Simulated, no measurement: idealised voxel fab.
process module | voxel released beams
cross-section cut | 145 nm wide | cells 5 nm
A cross-section is a grid of square cells, given in bands from the top down. A band is one or more rows of cells.
Each band's line starts with the height of the band's top and of its bottom, in nm. Then come its materials from left to right, each with its width in nm. One material with "throughout" fills the band from edge to edge. "air" is empty space.
Height 0 is the level under which the wafer as received is all one material. The lowest band goes on downwards, as in "0 down".
A width such as "30 to 40" changes by the same amount from each row of cells to the next, from the band's top row to its bottom row.
"no change" after a step means that no cell of the cross-section changed.
closed voids: empty space of 8 cells or more with no open way to the top, each as width x height at its distance from the left edge, in nm
after a step's settings: what the simulator itself notes on the step
overlay nm, on a step with a mask: how far to the right of its planned place the mask lay; to the left if negative
plan
1 op RECEIVE | material Si
2 op CONFORMAL_DEP | material Al2O3 | thk nm 10
3 op DIRECTIONAL_DEP | material SiO2 | thk nm 10
4 op MASKED_ETCH | tone open | mask id ANCHOR | width nm 40 | etch materials SiO2 | depth nm 10 | overlay nm 0
5 op CONFORMAL_DEP | material SiN | thk nm 15
6 op MASKED_ETCH | tone cover | mask id BEAM | width nm 85 | etch materials SiN | depth nm 15 | overlay nm 0
7 op STRIP | etch materials SiO2
as received, after step 1
  0 down: Si throughout
  closed voids: none
a wafer at the end: this start, this plan, one mistake
  30 to 25: air 25 | SiN 20 | air 10 | SiN 55 | air 35
  25 to 15: air 25 | SiN 85 | air 35
  15 to 10: air 30 | SiN 40 | air 75
  10 to 0: Al2O3 throughout
  0 down: Si throughout
  closed voids: none
what went wrong: step 3 ran as: op DIRECTIONAL_DEP | material SiO2 | thk nm 5
